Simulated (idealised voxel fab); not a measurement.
Title: Process Module voxel ribs on slabs
Cross-sectional view cut (width: 285 nm; square cell size: 5 nm).
If you're reading a cross-section in this doc, picture square cells in a grid; it comes to you as bands, top ones listed first down to the bottom, and a band can be one or more rows of cells.
The entry gives the band's vertical extent as a top height and a bottom height in nm, then its horizontal make-up as materials from left to right, each with a width in nm. "empty" stands for empty space; a single material marked "full width" fills the band edge to edge.
All heights in this document are referenced to 0, defined as the level beneath which the wafer, as received, consists entirely of one material. The lowest band is not bounded below; it extends indefinitely downward and is written in the form "0 -> down".
It should be noted that a width expressed as "30 to 40" varies in equal increments from row to row of cells within the band, taking the value of the first number at the top row and that of the second number at the bottom row.
"no change" for a step: no cell of the cross-section changed in that step.
So "Closed void entries" is basically the list of trapped voids: any empty space of 8 cells or more that can't reach the top through an opening. They're written width x height at distance, the distance being from the left edge, and it's all nm.
On each step's line, the part that comes after the settings is the simulator's own comment on the step.
overlay nm: where the mask lay relative to plan, measured to the right, on steps with a mask; negatives go left.
This section lists the process steps that were planned
1: RECEIVE,material Si
2: DIRECTIONAL_DEP,material SiO2,thk nm 30
3: DIRECTIONAL_DEP,material polySi,thk nm 20
4: PATTERN,tone cover,mask id RIB,material resist,width nm 25,thk nm 20,overlay nm 0
5: DIRECTIONAL_ETCH,etch materials polySi,depth nm 5
6: STRIP,etch materials resist
7: DIRECTIONAL_DEP,material aC,thk nm 10
8: PATTERN,tone cover,mask id SLAB,material resist,width nm 75,thk nm 30,overlay nm 0
9: DIRECTIONAL_ETCH,etch materials aC,depth nm 10
10: STRIP,etch materials resist
11: DIRECTIONAL_ETCH,etch materials polySi,depth nm 5
12: STRIP,etch materials aC
13: FILL_DEP,material SiO2,thk nm 25
14: CMP,height nm 65
15: DIRECTIONAL_DEP,material W,thk nm 10
16: MASKED_ETCH,tone cover,mask id HEATER,width nm 35,etch materials W,depth nm 10,overlay nm 0
17: CONFORMAL_DEP,material SiO2,thk nm 5
All wafers enter the flow in the same state. The depth nm at step 11 differs from wafer to wafer, and the plan gives the value for the first wafer.
Cross-section of the first of several wafers as received (after step 1)
> 0 -> down  Si full width
> Closed void entries: none
Shown in cross-section: the first of several wafers at the end of the module, after its last step, step 17
> 80 -> 75  empty: 120, then SiO2: 45, then empty: 120
> 75 -> 70  empty: 120, then SiO2: 5, then W: 35, then SiO2: 5, then empty: 120
> 70 -> 65  SiO2: 125, then W: 35, then SiO2: 125
> 65 -> 50  SiO2 full width
> 50 -> 40  SiO2: 130 to 105, then polySi: 25 to 75, then SiO2: 130 to 105
> 40 -> 30  polySi full width
> 30 -> 0  SiO2 full width
> 0 -> down  Si full width
> Closed void entries: none
X-section, last wafer, module end
> 80 -> 75  empty: 120, then SiO2: 45, then empty: 120
> 75 -> 70  empty: 120, then SiO2: 5, then W: 35, then SiO2: 5, then empty: 120
> 70 -> 65  SiO2: 125, then W: 35, then SiO2: 125
> 65 -> 50  SiO2 full width
> 50 -> 45  SiO2: 130, then polySi: 25, then SiO2: 130
> 45 -> 30  SiO2: 105, then polySi: 75, then SiO2: 105
> 30 -> 0  SiO2 full width
> 0 -> down  Si full width
> Closed void entries: none
Below, a row for every wafer. Read it as the end-of-module picture: for each material the wafer shows its cells gained (+) or lost (-) since it was received, and then its closed voids
depth nm 5 | +668 SiO2 | +14 W | +134 polySi | Closed void entries: none
depth nm 10 | +710 SiO2 | +14 W | +92 polySi | Closed void entries: none
depth nm 15 | +752 SiO2 | +14 W | +50 polySi | Closed void entries: none
depth nm 20 | +752 SiO2 | +14 W | +50 polySi | Closed void entries: none
depth nm 25 | +752 SiO2 | +14 W | +50 polySi | Closed void entries: none
depth nm 30 | +752 SiO2 | +14 W | +50 polySi | Closed void entries: none
